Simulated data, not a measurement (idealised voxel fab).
Module name: voxel tone inversion (process module)
Cross-section cut spans 225 nm and uses square cells 5 nm in size.
Notation: cross-section as square-cell grid; stated in bands, top first, going down; one or more cell rows per band. Band entry format. Leading values: height of top, height of bottom, nm. Remainder: materials in left-to-right order, each with its width in nm. Special words: "everywhere" on a single material, which then fills the band edge to edge; "air", empty space. Convention: height 0 is the level below which the wafer, as received, is all one material. The lowest band does not terminate at the bottom but continues downward, represented as "from 0 down". Quick explanation for "30 to 40": the width changes in equal steps down the rows of cells, from the first number in the band's top row to the second number in its bottom row. Reading "no alterations made" for a step: not a cell of the cross-section changed in it. The entry "Closed voids list" lists the empty spaces that cover at least 8 cells and have no open path to the top. Each is written as width x height at distance, where the distance is measured from the left edge and all three values are in nm. Formally, on a step line, whatever follows the settings is a remark that the simulator itself makes on the step. "overlay nm", when on a step's line for a step with a mask, measures how far to the right of its planned place the mask lay; a negative measure means to the left.
### Planned step list for the process
1,RECEIVE | material Si
2,CONFORMAL_DEP | material SiCN | thk nm 5
3,DIRECTIONAL_DEP | material polySi | thk nm 15
4,PATTERN | tone cover | mask id POSTS | material resist | width nm 25 | pitch nm 50 | thk nm 20 | overlay nm 0
5,DIRECTIONAL_ETCH | etch materials polySi | depth nm 15
6,STRIP | etch materials resist
7,FILL_DEP | material lowk | thk nm 10
8,CMP | height nm 20
9,STRIP | etch materials polySi
### Cross-section: wafer on arrival = after step 1
- from 0 down: Si everywhere
- Closed voids list: none
### The module was run from the start shown above using the plan shown above, but one mistake was made doing it; the resulting wafer cross-section is below
- from 20 to 5: SiCN 25 nm | air 25 nm | SiCN 25 nm | air 25 nm | SiCN 25 nm | air 25 nm | SiCN 25 nm | air 25 nm | SiCN 25 nm
- from 5 to 0: SiCN everywhere
- from 0 down: Si everywhere
- Closed voids list: none
Processing error: heads up, step 7 didn't go per plan, it actually ran as FILL_DEP | material SiCN | thk nm 10
